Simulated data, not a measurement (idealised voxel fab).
Process module in this document: voxel gate over fins
In the cross-section labelled cut, the width is 140 nm and each square cell is 5 nm.
This document writes a cross-section as a grid whose cells are square, and gives it as bands, listed from the top down; one or more rows of cells form a band.
It is stipulated that each band's entry specify, in nanometres, the height of the top of the band and then that of its bottom, followed by the materials of the band in left-to-right sequence, each together with its width in nanometres. A single material marked by the word "throughout" is understood to fill the band from edge to edge; the word "air" is understood to denote empty space.
Height is counted from the level 0, under which the received wafer is composed throughout of one material. The lowest of the bands is not closed at the bottom but continues downward, in the notation "0 -> down".
With a width like "30 to 40", each row of cells in the band differs from the next by the same amount, the top row carrying the first number and the bottom row the second.
Step note "no alterations made" = no cross-section cell changed.
Enclosed voids (no open way to top), threshold 8 cells or more, entry "Unvented internal voids", notation width x height at distance, distance from left edge, nm.
Read whatever lies past the settings on a step's line as the simulator's own remark about the step.
For masked steps, "overlay nm" on the step line gives how far right of plan the mask actually lay; a minus sign means it lay to the left.
# Steps in the process plan
step 1: RECEIVE, material Si
step 2: CONFORMAL_DEP, material SiN, thk nm 5
step 3: DIRECTIONAL_DEP, material aC, thk nm 15
step 4: PATTERN, tone cover, mask id FINS, material resist, width nm 15, pitch nm 45, thk nm 30, overlay nm -15
step 5: DIRECTIONAL_ETCH, etch materials aC, depth nm 15
step 6: STRIP, etch materials resist
step 7: DIRECTIONAL_ETCH, etch materials SiN, depth nm 5
step 8: DIRECTIONAL_ETCH, etch materials Si, depth nm 40
step 9: STRIP, etch materials aC
step 10: FILL_DEP, material SiO2, thk nm 15
step 11: CMP, height nm 5
step 12: SELECTIVE_ETCH, etch materials SiO2, depth nm 20
step 13: STRIP, etch materials SiN
step 14: CONFORMAL_DEP, material HfO2, thk nm 5
step 15: CONFORMAL_DEP, material TiN, thk nm 5
step 16: FILL_DEP, material W, thk nm 10
step 17: CMP, height nm 15
step 18: CONFORMAL_DEP, material SiCN, thk nm 5
The plan's step 4 overlay nm is the first wafer's value; the wafers differ in this setting and start identical.
# Incoming state of the first of several wafers in cross-section: after step 1
> 0 -> down: Si throughout
> Unvented internal voids: none
# Cross-section of the first of several wafers once the module has run through its last step, step 18
> 20 -> 15: SiCN throughout
> 15 -> 10: W throughout
> 10 -> 5: W=15 / TiN=35 / W=10 / TiN=35 / W=45
> 5 -> 0: W=15 / TiN=5 / HfO2=25 / TiN=5 / W=10 / TiN=5 / HfO2=25 / TiN=5 / W=45
> 0 -> -5: W=15 / TiN=5 / HfO2=5 / Si=15 / HfO2=5 / TiN=5 / W=10 / TiN=5 / HfO2=5 / Si=15 / HfO2=5 / TiN=5 / W=45
> -5 -> -10: TiN=20 / HfO2=5 / Si=15 / HfO2=5 / TiN=20 / HfO2=5 / Si=15 / HfO2=5 / TiN=50
> -10 -> -15: HfO2=25 / Si=15 / HfO2=30 / Si=15 / HfO2=55
> -15 -> -40: SiO2=25 / Si=15 / SiO2=30 / Si=15 / SiO2=55
> -40 -> down: Si throughout
> Unvented internal voids: none
# The module's end: a cross-section of the last wafer
> 20 -> 15: SiCN throughout
> 15 -> 10: W throughout
> 10 -> 5: W=45 / TiN=35 / W=10 / TiN=35 / W=15
> 5 -> 0: W=45 / TiN=5 / HfO2=25 / TiN=5 / W=10 / TiN=5 / HfO2=25 / TiN=5 / W=15
> 0 -> -5: W=45 / TiN=5 / HfO2=5 / Si=15 / HfO2=5 / TiN=5 / W=10 / TiN=5 / HfO2=5 / Si=15 / HfO2=5 / TiN=5 / W=15
> -5 -> -10: TiN=50 / HfO2=5 / Si=15 / HfO2=5 / TiN=20 / HfO2=5 / Si=15 / HfO2=5 / TiN=20
> -10 -> -15: HfO2=55 / Si=15 / HfO2=30 / Si=15 / HfO2=25
> -15 -> -40: SiO2=55 / Si=15 / SiO2=30 / Si=15 / SiO2=25
> -40 -> down: Si throughout
> Unvented internal voids: none
# Each row below is a wafer at the end of the module, listing for every material the number of cells it has gained (+) or lost (-) since it was received, followed by its closed voids
overlay nm -15, +40 HfO2, -176 Si, +28 SiCN, +110 SiO2, +40 TiN, +70 W, Unvented internal voids: none
overlay nm -10, +40 HfO2, -176 Si, +28 SiCN, +110 SiO2, +40 TiN, +70 W, Unvented internal voids: none
overlay nm -5, +40 HfO2, -176 Si, +28 SiCN, +110 SiO2, +40 TiN, +70 W, Unvented internal voids: none
overlay nm 0, +40 HfO2, -176 Si, +28 SiCN, +110 SiO2, +40 TiN, +70 W, Unvented internal voids: none
overlay nm 5, +40 HfO2, -176 Si, +28 SiCN, +110 SiO2, +40 TiN, +70 W, Unvented internal voids: none
overlay nm 10, +40 HfO2, -176 Si, +28 SiCN, +110 SiO2, +40 TiN, +70 W, Unvented internal voids: none
overlay nm 15, +40 HfO2, -176 Si, +28 SiCN, +110 SiO2, +40 TiN, +70 W, Unvented internal voids: none
